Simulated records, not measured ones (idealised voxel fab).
process module | voxel wiring stack
cross-section cut | 275 nm wide | cells 5 nm
A cross-section is a grid of square cells, given in bands from the top down. A band is one or more rows of cells.
Each band's line starts with the height of the band's top and of its bottom, in nm. Then come its materials from left to right, each with its width in nm. One material with "throughout" fills the band from edge to edge. "air" is empty space.
Height 0 is the level under which the wafer as received is all one material. The lowest band goes on downwards, as in "0 down".
A width such as "30 to 40" changes by the same amount from each row of cells to the next, from the band's top row to its bottom row.
"no change" after a step means that no cell of the cross-section changed.
closed voids: empty space of 8 cells or more with no open way to the top, each as width x height at its distance from the left edge, in nm
after a step's settings: what the simulator itself notes on the step
overlay nm, on a step with a mask: how far to the right of its planned place the mask lay; to the left if negative
Each pair below shows a cross-section before one step and the cross-section after it, down to the lowest band that changed. The line under each pair gives the step between them, with its settings. The pairs can come from different runs of this module on the same starting wafer, so a pair continues from the pair above only where its "before" says so.
before
  0 down: Si throughout
  closed voids: none
after
  10 to 0: SiO2 throughout
  below 0: unchanged
  closed voids: none
the step between: op CONFORMAL_DEP | material SiO2 | thk nm 10
before: the cross-section after the pair above
after
  15 to 10: TiN throughout
  below 10: unchanged
  closed voids: none
the step between: op DIRECTIONAL_DEP | material TiN | thk nm 5
before: the cross-section after the pair above
after
  40 to 15: W throughout
  below 15: unchanged
  closed voids: none
the step between: op DIRECTIONAL_DEP | material W | thk nm 25
before: the cross-section after the pair above
after
  55 to 40: air 90 | resist 20 | air 15 | resist 20 | air 15 | resist 20 | air 95
  below 40: unchanged
  closed voids: none
the step between: op PATTERN | tone cover | mask id METAL_1 | material resist | width nm 20 | pitch nm 35 | thk nm 15 | overlay nm 0
before: the cross-section after the pair above
after
  55 to 40: air 90 | resist 20 | air 15 | resist 20 | air 15 | resist 20 | air 95
  40 to 15: air 90 | W 20 | air 15 | W 20 | air 15 | W 20 | air 95
  below 15: unchanged
  closed voids: none
the step between: op DIRECTIONAL_ETCH | etch materials W | depth nm 25
before: the cross-section after the pair above
after
  55 to 40: air 90 | resist 20 | air 15 | resist 20 | air 15 | resist 20 | air 95
  40 to 15: air 90 | W 20 | air 15 | W 20 | air 15 | W 20 | air 95
  15 to 10: air 90 | TiN 20 | air 15 | TiN 20 | air 15 | TiN 20 | air 95
  below 10: unchanged
  closed voids: none
the step between: op DIRECTIONAL_ETCH | etch materials TiN | depth nm 5
before: the cross-section after the pair above
after
  40 to 15: air 90 | W 20 | air 15 | W 20 | air 15 | W 20 | air 95
  below 15: unchanged
  closed voids: none
the step between: op STRIP | etch materials resist
before: the cross-section after the pair above
after
  45 to 40: lowk throughout
  40 to 15: lowk 90 | W 20 | lowk 15 | W 20 | lowk 15 | W 20 | lowk 95
  15 to 10: lowk 90 | TiN 20 | lowk 15 | TiN 20 | lowk 15 | TiN 20 | lowk 95
  below 10: unchanged
  closed voids: none
the step between: op FILL_DEP | material lowk | thk nm 5
before: the cross-section after the pair above
after
  40 to 15: lowk 90 | W 20 | lowk 15 | W 20 | lowk 15 | W 20 | lowk 95
  below 15: unchanged
  closed voids: none
the step between: op CMP | height nm 40
before: the cross-section after the pair above
after
  45 to 40: SiCN throughout
  below 40: unchanged
  closed voids: none
the step between: op CONFORMAL_DEP | material SiCN | thk nm 5
before: the cross-section after the pair above
after
  60 to 45: SiO2 throughout
  below 45: unchanged
  closed voids: none
the step between: op DIRECTIONAL_DEP | material SiO2 | thk nm 15
before: the cross-section after the pair above
after
  80 to 60: resist 90 | air 15 | resist 55 | air 15 | resist 100
  below 60: unchanged
  closed voids: none
the step between: op PATTERN | tone open | mask id PLUG_1 | material resist | width nm 15 | pitch nm 70 | thk nm 20 | overlay nm 0
before: the cross-section after the pair above
after
  80 to 60: resist 90 | air 15 | resist 55 | air 15 | resist 100
  60 to 45: SiO2 90 | air 15 | SiO2 55 | air 15 | SiO2 100
  below 45: unchanged
  closed voids: none
the step between: op DIRECTIONAL_ETCH | etch materials SiO2 | depth nm 15
before: the cross-section after the pair above
after
  80 to 60: resist 90 | air 15 | resist 55 | air 15 | resist 100
  60 to 45: SiO2 90 | air 15 | SiO2 55 | air 15 | SiO2 100
  45 to 40: SiCN 90 | air 15 | SiCN 55 | air 15 | SiCN 100
  below 40: unchanged
  closed voids: none
the step between: op DIRECTIONAL_ETCH | etch materials SiCN | depth nm 5
before: the cross-section after the pair above
after
  60 to 45: SiO2 90 | air 15 | SiO2 55 | air 15 | SiO2 100
  below 45: unchanged
  closed voids: none
the step between: op STRIP | etch materials resist
before: the cross-section after the pair above
after
  60 to 50: SiO2 90 | air 15 | SiO2 55 | air 15 | SiO2 100
  50 to 45: SiO2 90 | Ru 15 | SiO2 55 | Ru 15 | SiO2 100
  45 to 40: SiCN 90 | Ru 15 | SiCN 55 | Ru 15 | SiCN 100
  below 40: unchanged
  closed voids: none
the step between: op EPI | material Ru | thk nm 10
before: the cross-section after the pair above
after
  60 to 45: SiO2 90 | Ru 15 | SiO2 55 | Ru 15 | SiO2 100
  below 45: unchanged
  closed voids: none
the step between: op EPI | material Ru | thk nm 10
before: the cross-section after the pair above
after
  65 to 60: TiN throughout
  below 60: unchanged
  closed voids: none
the step between: op DIRECTIONAL_DEP | material TiN | thk nm 5
before: the cross-section after the pair above
after
  90 to 65: W throughout
  below 65: unchanged
  closed voids: none
the step between: op DIRECTIONAL_DEP | material W | thk nm 25
before: the cross-section after the pair above
after
  105 to 90: aC throughout
  below 90: unchanged
  closed voids: none
the step between: op DIRECTIONAL_DEP | material aC | thk nm 15
before: the cross-section after the pair above
after
  135 to 105: air 90 | resist 20 | air 15 | resist 20 | air 15 | resist 20 | air 95
  below 105: unchanged
  closed voids: none
the step between: op PATTERN | tone cover | mask id METAL_2 | material resist | width nm 20 | pitch nm 35 | thk nm 30 | overlay nm 0
before: the cross-section after the pair above
after
  120 to 105: air 90 | resist 20 | air 15 | resist 20 | air 15 | resist 20 | air 95
  105 to 90: air 90 | aC 20 | air 15 | aC 20 | air 15 | aC 20 | air 95
  below 90: unchanged
  closed voids: none
the step between: op DIRECTIONAL_ETCH | etch materials aC | depth nm 15
before: the cross-section after the pair above
after
  105 to 90: air 90 | aC 20 | air 15 | aC 20 | air 15 | aC 20 | air 95
  below 90: unchanged
  closed voids: none
the step between: op STRIP | etch materials resist
before: the cross-section after the pair above
after
  105 to 90: air 90 | aC 20 | air 15 | aC 20 | air 15 | aC 20 | air 95
  90 to 65: air 90 | W 20 | air 15 | W 20 | air 15 | W 20 | air 95
  below 65: unchanged
  closed voids: none
the step between: op DIRECTIONAL_ETCH | etch materials W | depth nm 25
before: the cross-section after the pair above
after
  105 to 90: air 90 | aC 20 | air 15 | aC 20 | air 15 | aC 20 | air 95
  90 to 65: air 90 | W 20 | air 15 | W 20 | air 15 | W 20 | air 95
  65 to 60: air 90 | TiN 20 | air 15 | TiN 20 | air 15 | TiN 20 | air 95
  below 60: unchanged
  closed voids: none
the step between: op DIRECTIONAL_ETCH | etch materials TiN | depth nm 5
before: the cross-section after the pair above
after
  90 to 65: air 90 | W 20 | air 15 | W 20 | air 15 | W 20 | air 95
  below 65: unchanged
  closed voids: none
the step between: op STRIP | etch materials aC
before: the cross-section after the pair above
after
  95 to 90: lowk throughout
  90 to 65: lowk 90 | W 20 | lowk 15 | W 20 | lowk 15 | W 20 | lowk 95
  65 to 60: lowk 90 | TiN 20 | lowk 15 | TiN 20 | lowk 15 | TiN 20 | lowk 95
  below 60: unchanged
  closed voids: none
the step between: op FILL_DEP | material lowk | thk nm 5
before: the cross-section after the pair above
after
  90 to 65: lowk 90 | W 20 | lowk 15 | W 20 | lowk 15 | W 20 | lowk 95
  below 65: unchanged
  closed voids: none
the step between: op CMP | height nm 90
before: the cross-section after the pair above
after
  95 to 90: SiCN throughout
  below 90: unchanged
  closed voids: none
the step between: op CONFORMAL_DEP | material SiCN | thk nm 5
before: the cross-section after the pair above
after
  105 to 95: SiO2 throughout
  below 95: unchanged
  closed voids: none
the step between: op DIRECTIONAL_DEP | material SiO2 | thk nm 10
before: the cross-section after the pair above
after
  115 to 105: aC throughout
  below 105: unchanged
  closed voids: none
the step between: op DIRECTIONAL_DEP | material aC | thk nm 10
before: the cross-section after the pair above
after
  140 to 115: resist 90 | air 15 | resist 55 | air 15 | resist 100
  below 115: unchanged
  closed voids: none
the step between: op PATTERN | tone open | mask id PLUG_2 | material resist | width nm 15 | pitch nm 70 | thk nm 25 | overlay nm 0
before: the cross-section after the pair above
after
  130 to 115: resist 90 | air 15 | resist 55 | air 15 | resist 100
  115 to 105: aC 90 | air 15 | aC 55 | air 15 | aC 100
  below 105: unchanged
  closed voids: none
the step between: op DIRECTIONAL_ETCH | etch materials aC | depth nm 10
before: the cross-section after the pair above
after
  115 to 105: aC 90 | air 15 | aC 55 | air 15 | aC 100
  below 105: unchanged
  closed voids: none
the step between: op STRIP | etch materials resist
before: the cross-section after the pair above
after
  115 to 105: aC 90 | air 15 | aC 55 | air 15 | aC 100
  105 to 95: SiO2 90 | air 15 | SiO2 55 | air 15 | SiO2 100
  below 95: unchanged
  closed voids: none
the step between: op DIRECTIONAL_ETCH | etch materials SiO2 | depth nm 10
before: the cross-section after the pair above
after
  115 to 105: aC 90 | air 15 | aC 55 | air 15 | aC 100
  105 to 95: SiO2 90 | air 15 | SiO2 55 | air 15 | SiO2 100
  95 to 90: SiCN 90 | air 15 | SiCN 55 | air 15 | SiCN 100
  below 90: unchanged
  closed voids: none
the step between: op DIRECTIONAL_ETCH | etch materials SiCN | depth nm 5
before: the cross-section after the pair above
after
  105 to 95: SiO2 90 | air 15 | SiO2 55 | air 15 | SiO2 100
  below 95: unchanged
  closed voids: none
the step between: op STRIP | etch materials aC
before: the cross-section after the pair above
after
  110 to 105: TiN 95 | air 5 | TiN 65 | air 5 | TiN 105
  105 to 95: SiO2 90 | TiN 5 | air 5 | TiN 5 | SiO2 55 | TiN 5 | air 5 | TiN 5 | SiO2 100
  95 to 90: SiCN 90 | TiN 15 | SiCN 55 | TiN 15 | SiCN 100
  below 90: unchanged
  closed voids: none
the step between: op CONFORMAL_DEP | material TiN | thk nm 5
before: the cross-section after the pair above
after
  115 to 110: Ru throughout
  110 to 105: TiN 95 | Ru 5 | TiN 65 | Ru 5 | TiN 105
  105 to 95: SiO2 90 | TiN 5 | Ru 5 | TiN 5 | SiO2 55 | TiN 5 | Ru 5 | TiN 5 | SiO2 100
  below 95: unchanged
  closed voids: none
the step between: op FILL_DEP | material Ru | thk nm 5
before: the cross-section after the pair above
after
  105 to 95: SiO2 90 | TiN 5 | Ru 5 | TiN 5 | SiO2 55 | TiN 5 | Ru 5 | TiN 5 | SiO2 100
  below 95: unchanged
  closed voids: none
the step between: op CMP | height nm 105
before: the cross-section after the pair above
after
  110 to 105: SiN throughout
  below 105: unchanged
  closed voids: none
the step between: op CONFORMAL_DEP | material SiN | thk nm 5
before: the cross-section after the pair above
after
  125 to 110: SiO2 throughout
  below 110: unchanged
  closed voids: none
the step between: op DIRECTIONAL_DEP | material SiO2 | thk nm 15
before: the cross-section after the pair above
after
  145 to 125: resist 90 | air 20 | resist 15 | air 20 | resist 15 | air 20 | resist 95
  below 125: unchanged
  closed voids: none
the step between: op PATTERN | tone open | mask id METAL_3 | material resist | width nm 20 | pitch nm 35 | thk nm 20 | overlay nm 0
before: the cross-section after the pair above
after
  145 to 125: resist 90 | air 20 | resist 15 | air 20 | resist 15 | air 20 | resist 95
  125 to 110: SiO2 90 | air 20 | SiO2 15 | air 20 | SiO2 15 | air 20 | SiO2 95
  below 110: unchanged
  closed voids: none
the step between: op DIRECTIONAL_ETCH | etch materials SiO2 | depth nm 15
before: the cross-section after the pair above
after
  145 to 125: resist 90 | air 20 | resist 15 | air 20 | resist 15 | air 20 | resist 95
  125 to 110: SiO2 90 | air 20 | SiO2 15 | air 20 | SiO2 15 | air 20 | SiO2 95
  110 to 105: SiN 90 | air 20 | SiN 15 | air 20 | SiN 15 | air 20 | SiN 95
  below 105: unchanged
  closed voids: none
the step between: op DIRECTIONAL_ETCH | etch materials SiN | depth nm 5
before: the cross-section after the pair above
after
  125 to 110: SiO2 90 | air 20 | SiO2 15 | air 20 | SiO2 15 | air 20 | SiO2 95
  below 110: unchanged
  closed voids: none
the step between: op STRIP | etch materials resist
before: the cross-section after the pair above
after
  130 to 125: TiN 95 | air 10 | TiN 25 | air 10 | TiN 25 | air 10 | TiN 100
  125 to 110: SiO2 90 | TiN 5 | air 10 | TiN 5 | SiO2 15 | TiN 5 | air 10 | TiN 5 | SiO2 15 | TiN 5 | air 10 | TiN 5 | SiO2 95
  110 to 105: SiN 90 | TiN 20 | SiN 15 | TiN 20 | SiN 15 | TiN 20 | SiN 95
  below 105: unchanged
  closed voids: none
the step between: op CONFORMAL_DEP | material TiN | thk nm 5
before: the cross-section after the pair above
after
  140 to 130: Cu throughout
  130 to 125: TiN 95 | Cu 10 | TiN 25 | Cu 10 | TiN 25 | Cu 10 | TiN 100
  125 to 110: SiO2 90 | TiN 5 | Cu 10 | TiN 5 | SiO2 15 | TiN 5 | Cu 10 | TiN 5 | SiO2 15 | TiN 5 | Cu 10 | TiN 5 | SiO2 95
  below 110: unchanged
  closed voids: none
the step between: op FILL_DEP | material Cu | thk nm 10
before: the cross-section after the pair above
after
  125 to 110: SiO2 90 | TiN 5 | Cu 10 | TiN 5 | SiO2 15 | TiN 5 | Cu 10 | TiN 5 | SiO2 15 | TiN 5 | Cu 10 | TiN 5 | SiO2 95
  below 110: unchanged
  closed voids: none
the step between: op CMP | height nm 125
before: the cross-section after the pair above
after
  130 to 125: air 85 | Ru 30 | air 5 | Ru 30 | air 5 | Ru 30 | air 90
  below 125: unchanged
  closed voids: none
the step between: op EPI | material Ru | thk nm 5
before: the cross-section after the pair above
after
  135 to 130: SiCN throughout
  130 to 125: SiCN 85 | Ru 30 | SiCN 5 | Ru 30 | SiCN 5 | Ru 30 | SiCN 90
  below 125: unchanged
  closed voids: none
the step between: op FILL_DEP | material SiCN | thk nm 5
before
  10 to 0: SiO2 throughout
  0 down: Si throughout
  closed voids: none
after
  35 to 10: W throughout
  below 10: unchanged
  closed voids: none
the step between: op DIRECTIONAL_DEP | material W | thk nm 25
before: the cross-section after the pair above
after
  50 to 35: air 90 | resist 20 | air 15 | resist 20 | air 15 | resist 20 | air 95
  below 35: unchanged
  closed voids: none
the step between: op PATTERN | tone cover | mask id METAL_1 | material resist | width nm 20 | pitch nm 35 | thk nm 15 | overlay nm 0
before: the cross-section after the pair above
after
  50 to 35: air 90 | resist 20 | air 15 | resist 20 | air 15 | resist 20 | air 95
  35 to 10: air 90 | W 20 | air 15 | W 20 | air 15 | W 20 | air 95
  below 10: unchanged
  closed voids: none
the step between: op DIRECTIONAL_ETCH | etch materials W | depth nm 25
before: the cross-section after the pair above
after
  35 to 10: air 90 | W 20 | air 15 | W 20 | air 15 | W 20 | air 95
  below 10: unchanged
  closed voids: none
the step between: op STRIP | etch materials resist
before: the cross-section after the pair above
after
  40 to 35: lowk throughout
  35 to 10: lowk 90 | W 20 | lowk 15 | W 20 | lowk 15 | W 20 | lowk 95
  below 10: unchanged
  closed voids: none
the step between: op FILL_DEP | material lowk | thk nm 5
before: the cross-section after the pair above
after
  45 to 40: SiCN throughout
  below 40: unchanged
  closed voids: none
the step between: op CONFORMAL_DEP | material SiCN | thk nm 5
before: the cross-section after the pair above
after
  60 to 45: SiO2 throughout
  below 45: unchanged
  closed voids: none
the step between: op DIRECTIONAL_DEP | material SiO2 | thk nm 15
before: the cross-section after the pair above
after
  80 to 60: resist 90 | air 15 | resist 55 | air 15 | resist 100
  below 60: unchanged
  closed voids: none
the step between: op PATTERN | tone open | mask id PLUG_1 | material resist | width nm 15 | pitch nm 70 | thk nm 20 | overlay nm 0
before: the cross-section after the pair above
after
  80 to 60: resist 90 | air 15 | resist 55 | air 15 | resist 100
  60 to 45: SiO2 90 | air 15 | SiO2 55 | air 15 | SiO2 100
  below 45: unchanged
  closed voids: none
the step between: op DIRECTIONAL_ETCH | etch materials SiO2 | depth nm 15
before: the cross-section after the pair above
after
  80 to 60: resist 90 | air 15 | resist 55 | air 15 | resist 100
  60 to 45: SiO2 90 | air 15 | SiO2 55 | air 15 | SiO2 100
  45 to 40: SiCN 90 | air 15 | SiCN 55 | air 15 | SiCN 100
  below 40: unchanged
  closed voids: none
the step between: op DIRECTIONAL_ETCH | etch materials SiCN | depth nm 5
before: the cross-section after the pair above
after
  60 to 45: SiO2 90 | air 15 | SiO2 55 | air 15 | SiO2 100
  below 45: unchanged
  closed voids: none
the step between: op STRIP | etch materials resist
before: the cross-section after the pair above
after
  65 to 60: TiN 90 | air 15 | TiN 55 | air 15 | TiN 100
  60 to 45: SiO2 90 | air 15 | SiO2 55 | air 15 | SiO2 100
  45 to 40: SiCN 90 | TiN 15 | SiCN 55 | TiN 15 | SiCN 100
  below 40: unchanged
  closed voids: none
the step between: op DIRECTIONAL_DEP | material TiN | thk nm 5
before: the cross-section after the pair above
after
  90 to 70: W 90 | air 15 | W 55 | air 15 | W 100
  70 to 65: W throughout
  65 to 60: TiN 90 | W 15 | TiN 55 | W 15 | TiN 100
  60 to 45: SiO2 90 | W 15 | SiO2 55 | W 15 | SiO2 100
  below 45: unchanged
  closed voids: none
the step between: op DIRECTIONAL_DEP | material W | thk nm 25
before: the cross-section after the pair above
after
  105 to 90: aC 90 | air 15 | aC 55 | air 15 | aC 100
  90 to 85: W 90 | air 15 | W 55 | air 15 | W 100
  85 to 70: W 90 | aC 15 | W 55 | aC 15 | W 100
  below 70: unchanged
  closed voids: none
the step between: op DIRECTIONAL_DEP | material aC | thk nm 15
before: the cross-section after the pair above
after
  135 to 105: air 90 | resist 20 | air 15 | resist 20 | air 15 | resist 20 | air 95
  105 to 90: aC 90 | resist 15 | aC 55 | resist 15 | aC 100
  90 to 85: W 90 | resist 15 | W 55 | resist 15 | W 100
  below 85: unchanged
  closed voids: none
the step between: op PATTERN | tone cover | mask id METAL_2 | material resist | width nm 20 | pitch nm 35 | thk nm 30 | overlay nm 0
before: the cross-section after the pair above
after
  120 to 105: air 90 | resist 20 | air 15 | resist 20 | air 15 | resist 20 | air 95
  105 to 90: air 90 | resist 15 | aC 5 | air 15 | aC 20 | air 15 | resist 15 | aC 5 | air 95
  below 90: unchanged
  closed voids: none
the step between: op DIRECTIONAL_ETCH | etch materials aC | depth nm 15
before: the cross-section after the pair above
after
  105 to 90: air 105 | aC 5 | air 15 | aC 20 | air 30 | aC 5 | air 95
  90 to 85: W 90 | air 15 | W 55 | air 15 | W 100
  below 85: unchanged
  closed voids: none
the step between: op STRIP | etch materials resist
before: the cross-section after the pair above
after
  105 to 90: air 105 | aC 5 | air 15 | aC 20 | air 30 | aC 5 | air 95
  90 to 85: air 105 | W 5 | air 15 | W 20 | air 30 | W 5 | air 95
  85 to 70: air 90 | aC 15 | W 5 | air 15 | W 20 | air 15 | aC 15 | W 5 | air 95
  70 to 65: air 90 | W 20 | air 15 | W 20 | air 15 | W 20 | air 95
  below 65: unchanged
  closed voids: none
the step between: op DIRECTIONAL_ETCH | etch materials W | depth nm 25
before: the cross-section after the pair above
after
  105 to 90: air 105 | aC 5 | air 15 | aC 20 | air 30 | aC 5 | air 95
  90 to 85: air 105 | W 5 | air 15 | W 20 | air 30 | W 5 | air 95
  85 to 70: air 90 | aC 15 | W 5 | air 15 | W 20 | air 15 | aC 15 | W 5 | air 95
  70 to 65: air 90 | W 20 | air 15 | W 20 | air 15 | W 20 | air 95
  65 to 60: air 90 | W 15 | TiN 5 | air 15 | TiN 20 | air 15 | W 15 | TiN 5 | air 95
  below 60: unchanged
  closed voids: none
the step between: op DIRECTIONAL_ETCH | etch materials TiN | depth nm 5
before: the cross-section after the pair above
after
  90 to 70: air 105 | W 5 | air 15 | W 20 | air 30 | W 5 | air 95
  below 70: unchanged
  closed voids: none
the step between: op STRIP | etch materials aC
before: the cross-section after the pair above
after
  95 to 90: lowk throughout
  90 to 70: lowk 105 | W 5 | lowk 15 | W 20 | lowk 30 | W 5 | lowk 95
  70 to 65: lowk 90 | W 20 | lowk 15 | W 20 | lowk 15 | W 20 | lowk 95
  65 to 60: lowk 90 | W 15 | TiN 5 | lowk 15 | TiN 20 | lowk 15 | W 15 | TiN 5 | lowk 95
  below 60: unchanged
  closed voids: none
the step between: op FILL_DEP | material lowk | thk nm 5
before: the cross-section after the pair above
after
  90 to 70: lowk 105 | W 5 | lowk 15 | W 20 | lowk 30 | W 5 | lowk 95
  below 70: unchanged
  closed voids: none
the step between: op CMP | height nm 90
before: the cross-section after the pair above
after
  95 to 90: SiCN throughout
  below 90: unchanged
  closed voids: none
the step between: op CONFORMAL_DEP | material SiCN | thk nm 5
before: the cross-section after the pair above
after
  105 to 95: SiO2 throughout
  below 95: unchanged
  closed voids: none
the step between: op DIRECTIONAL_DEP | material SiO2 | thk nm 10
before: the cross-section after the pair above
after
  115 to 105: aC throughout
  below 105: unchanged
  closed voids: none
the step between: op DIRECTIONAL_DEP | material aC | thk nm 10
before: the cross-section after the pair above
after
  140 to 115: resist 90 | air 15 | resist 55 | air 15 | resist 100
  below 115: unchanged
  closed voids: none
the step between: op PATTERN | tone open | mask id PLUG_2 | material resist | width nm 15 | pitch nm 70 | thk nm 25 | overlay nm 0
before: the cross-section after the pair above
after
  130 to 115: resist 90 | air 15 | resist 55 | air 15 | resist 100
  115 to 105: aC 90 | air 15 | aC 55 | air 15 | aC 100
  below 105: unchanged
  closed voids: none
the step between: op DIRECTIONAL_ETCH | etch materials aC | depth nm 10
before: the cross-section after the pair above
after
  115 to 105: aC 90 | air 15 | aC 55 | air 15 | aC 100
  below 105: unchanged
  closed voids: none
the step between: op STRIP | etch materials resist
before: the cross-section after the pair above
after
  115 to 105: aC 90 | air 15 | aC 55 | air 15 | aC 100
  105 to 95: SiO2 90 | air 15 | SiO2 55 | air 15 | SiO2 100
  below 95: unchanged
  closed voids: none
the step between: op DIRECTIONAL_ETCH | etch materials SiO2 | depth nm 10
before: the cross-section after the pair above
after
  115 to 105: aC 90 | air 15 | aC 55 | air 15 | aC 100
  105 to 95: SiO2 90 | air 15 | SiO2 55 | air 15 | SiO2 100
  95 to 90: SiCN 90 | air 15 | SiCN 55 | air 15 | SiCN 100
  below 90: unchanged
  closed voids: none
the step between: op DIRECTIONAL_ETCH | etch materials SiCN | depth nm 5
before: the cross-section after the pair above
after
  105 to 95: SiO2 90 | air 15 | SiO2 55 | air 15 | SiO2 100
  below 95: unchanged
  closed voids: none
the step between: op STRIP | etch materials aC
before: the cross-section after the pair above
after
  110 to 105: TiN 95 | air 5 | TiN 65 | air 5 | TiN 105
  105 to 95: SiO2 90 | TiN 5 | air 5 | TiN 5 | SiO2 55 | TiN 5 | air 5 | TiN 5 | SiO2 100
  95 to 90: SiCN 90 | TiN 15 | SiCN 55 | TiN 15 | SiCN 100
  below 90: unchanged
  closed voids: none
the step between: op CONFORMAL_DEP | material TiN | thk nm 5
before: the cross-section after the pair above
after
  115 to 110: Ru throughout
  110 to 105: TiN 95 | Ru 5 | TiN 65 | Ru 5 | TiN 105
  105 to 95: SiO2 90 | TiN 5 | Ru 5 | TiN 5 | SiO2 55 | TiN 5 | Ru 5 | TiN 5 | SiO2 100
  below 95: unchanged
  closed voids: none
the step between: op FILL_DEP | material Ru | thk nm 5
before: the cross-section after the pair above
after
  105 to 95: SiO2 90 | TiN 5 | Ru 5 | TiN 5 | SiO2 55 | TiN 5 | Ru 5 | TiN 5 | SiO2 100
  below 95: unchanged
  closed voids: none
the step between: op CMP | height nm 105
before: the cross-section after the pair above
after
  110 to 105: SiN throughout
  below 105: unchanged
  closed voids: none
the step between: op CONFORMAL_DEP | material SiN | thk nm 5
before: the cross-section after the pair above
after
  125 to 110: SiO2 throughout
  below 110: unchanged
  closed voids: none
the step between: op DIRECTIONAL_DEP | material SiO2 | thk nm 15
before: the cross-section after the pair above
after
  145 to 125: resist 90 | air 20 | resist 15 | air 20 | resist 15 | air 20 | resist 95
  below 125: unchanged
  closed voids: none
the step between: op PATTERN | tone open | mask id METAL_3 | material resist | width nm 20 | pitch nm 35 | thk nm 20 | overlay nm 0
before: the cross-section after the pair above
after
  145 to 125: resist 90 | air 20 | resist 15 | air 20 | resist 15 | air 20 | resist 95
  125 to 110: SiO2 90 | air 20 | SiO2 15 | air 20 | SiO2 15 | air 20 | SiO2 95
  below 110: unchanged
  closed voids: none
the step between: op DIRECTIONAL_ETCH | etch materials SiO2 | depth nm 15
before: the cross-section after the pair above
after
  145 to 125: resist 90 | air 20 | resist 15 | air 20 | resist 15 | air 20 | resist 95
  125 to 110: SiO2 90 | air 20 | SiO2 15 | air 20 | SiO2 15 | air 20 | SiO2 95
  110 to 105: SiN 90 | air 20 | SiN 15 | air 20 | SiN 15 | air 20 | SiN 95
  below 105: unchanged
  closed voids: none
the step between: op DIRECTIONAL_ETCH | etch materials SiN | depth nm 5
before: the cross-section after the pair above
after
  125 to 110: SiO2 90 | air 20 | SiO2 15 | air 20 | SiO2 15 | air 20 | SiO2 95
  below 110: unchanged
  closed voids: none
the step between: op STRIP | etch materials resist
before: the cross-section after the pair above
after
  130 to 125: TiN 95 | air 10 | TiN 25 | air 10 | TiN 25 | air 10 | TiN 100
  125 to 110: SiO2 90 | TiN 5 | air 10 | TiN 5 | SiO2 15 | TiN 5 | air 10 | TiN 5 | SiO2 15 | TiN 5 | air 10 | TiN 5 | SiO2 95
  110 to 105: SiN 90 | TiN 20 | SiN 15 | TiN 20 | SiN 15 | TiN 20 | SiN 95
  below 105: unchanged
  closed voids: none
the step between: op CONFORMAL_DEP | material TiN | thk nm 5
before: the cross-section after the pair above
after
  140 to 130: Cu throughout
  130 to 125: TiN 95 | Cu 10 | TiN 25 | Cu 10 | TiN 25 | Cu 10 | TiN 100
  125 to 110: SiO2 90 | TiN 5 | Cu 10 | TiN 5 | SiO2 15 | TiN 5 | Cu 10 | TiN 5 | SiO2 15 | TiN 5 | Cu 10 | TiN 5 | SiO2 95
  below 110: unchanged
  closed voids: none
the step between: op FILL_DEP | material Cu | thk nm 10
before: the cross-section after the pair above
after
  125 to 110: SiO2 90 | TiN 5 | Cu 10 | TiN 5 | SiO2 15 | TiN 5 | Cu 10 | TiN 5 | SiO2 15 | TiN 5 | Cu 10 | TiN 5 | SiO2 95
  below 110: unchanged
  closed voids: none
the step between: op CMP | height nm 125
before: the cross-section after the pair above
after
  130 to 125: air 85 | Ru 30 | air 5 | Ru 30 | air 5 | Ru 30 | air 90
  below 125: unchanged
  closed voids: none
the step between: op EPI | material Ru | thk nm 5
before: the cross-section after the pair above
after
  135 to 130: SiCN throughout
  130 to 125: SiCN 85 | Ru 30 | SiCN 5 | Ru 30 | SiCN 5 | Ru 30 | SiCN 90
  below 125: unchanged
  closed voids: none
the step between: op FILL_DEP | material SiCN | thk nm 5
before
  60 to 45: SiO2 throughout
  45 to 40: SiCN throughout
  40 to 15: lowk 90 | W 20 | lowk 15 | W 20 | lowk 15 | W 20 | lowk 95
  15 to 10: lowk 90 | TiN 20 | lowk 15 | TiN 20 | lowk 15 | TiN 20 | lowk 95
  10 to 0: SiO2 throughout
  0 down: Si throughout
  closed voids: none
after
  75 to 45: SiO2 throughout
  below 45: unchanged
  closed voids: none
the step between: op DIRECTIONAL_DEP | material SiO2 | thk nm 15
before: the cross-section after the pair above
after
  95 to 75: resist 90 | air 15 | resist 55 | air 15 | resist 100
  below 75: unchanged
  closed voids: none
the step between: op PATTERN | tone open | mask id PLUG_1 | material resist | width nm 15 | pitch nm 70 | thk nm 20 | overlay nm 0
before: the cross-section after the pair above
after
  95 to 75: resist 90 | air 15 | resist 55 | air 15 | resist 100
  75 to 60: SiO2 90 | air 15 | SiO2 55 | air 15 | SiO2 100
  below 60: unchanged
  closed voids: none
the step between: op DIRECTIONAL_ETCH | etch materials SiO2 | depth nm 15
before: the cross-section after the pair above
after
  75 to 60: SiO2 90 | air 15 | SiO2 55 | air 15 | SiO2 100
  below 60: unchanged
  closed voids: none
the step between: op STRIP | etch materials resist
before: the cross-section after the pair above
after
  80 to 75: TiN 90 | air 15 | TiN 55 | air 15 | TiN 100
  75 to 65: SiO2 90 | air 15 | SiO2 55 | air 15 | SiO2 100
  65 to 60: SiO2 90 | TiN 15 | SiO2 55 | TiN 15 | SiO2 100
  below 60: unchanged
  closed voids: none
the step between: op DIRECTIONAL_DEP | material TiN | thk nm 5
before: the cross-section after the pair above
after
  105 to 90: W 90 | air 15 | W 55 | air 15 | W 100
  90 to 80: W throughout
  80 to 75: TiN 90 | W 15 | TiN 55 | W 15 | TiN 100
  75 to 65: SiO2 90 | W 15 | SiO2 55 | W 15 | SiO2 100
  below 65: unchanged
  closed voids: none
the step between: op DIRECTIONAL_DEP | material W | thk nm 25
before: the cross-section after the pair above
after
  120 to 105: aC 90 | air 15 | aC 55 | air 15 | aC 100
  105 to 90: W 90 | aC 15 | W 55 | aC 15 | W 100
  below 90: unchanged
  closed voids: none
the step between: op DIRECTIONAL_DEP | material aC | thk nm 15
before: the cross-section after the pair above
after
  150 to 120: air 90 | resist 20 | air 15 | resist 20 | air 15 | resist 20 | air 95
  120 to 105: aC 90 | resist 15 | aC 55 | resist 15 | aC 100
  below 105: unchanged
  closed voids: none
the step between: op PATTERN | tone cover | mask id METAL_2 | material resist | width nm 20 | pitch nm 35 | thk nm 30 | overlay nm 0
before: the cross-section after the pair above
after
  135 to 120: air 90 | resist 20 | air 15 | resist 20 | air 15 | resist 20 | air 95
  120 to 105: air 90 | resist 15 | aC 5 | air 15 | aC 20 | air 15 | resist 15 | aC 5 | air 95
  below 105: unchanged
  closed voids: none
the step between: op DIRECTIONAL_ETCH | etch materials aC | depth nm 15
before: the cross-section after the pair above
after
  120 to 105: air 105 | aC 5 | air 15 | aC 20 | air 30 | aC 5 | air 95
  below 105: unchanged
  closed voids: none
the step between: op STRIP | etch materials resist
before: the cross-section after the pair above
after
  120 to 105: air 105 | aC 5 | air 15 | aC 20 | air 30 | aC 5 | air 95
  105 to 90: air 90 | aC 15 | W 5 | air 15 | W 20 | air 15 | aC 15 | W 5 | air 95
  90 to 80: air 90 | W 20 | air 15 | W 20 | air 15 | W 20 | air 95
  below 80: unchanged
  closed voids: none
the step between: op DIRECTIONAL_ETCH | etch materials W | depth nm 25
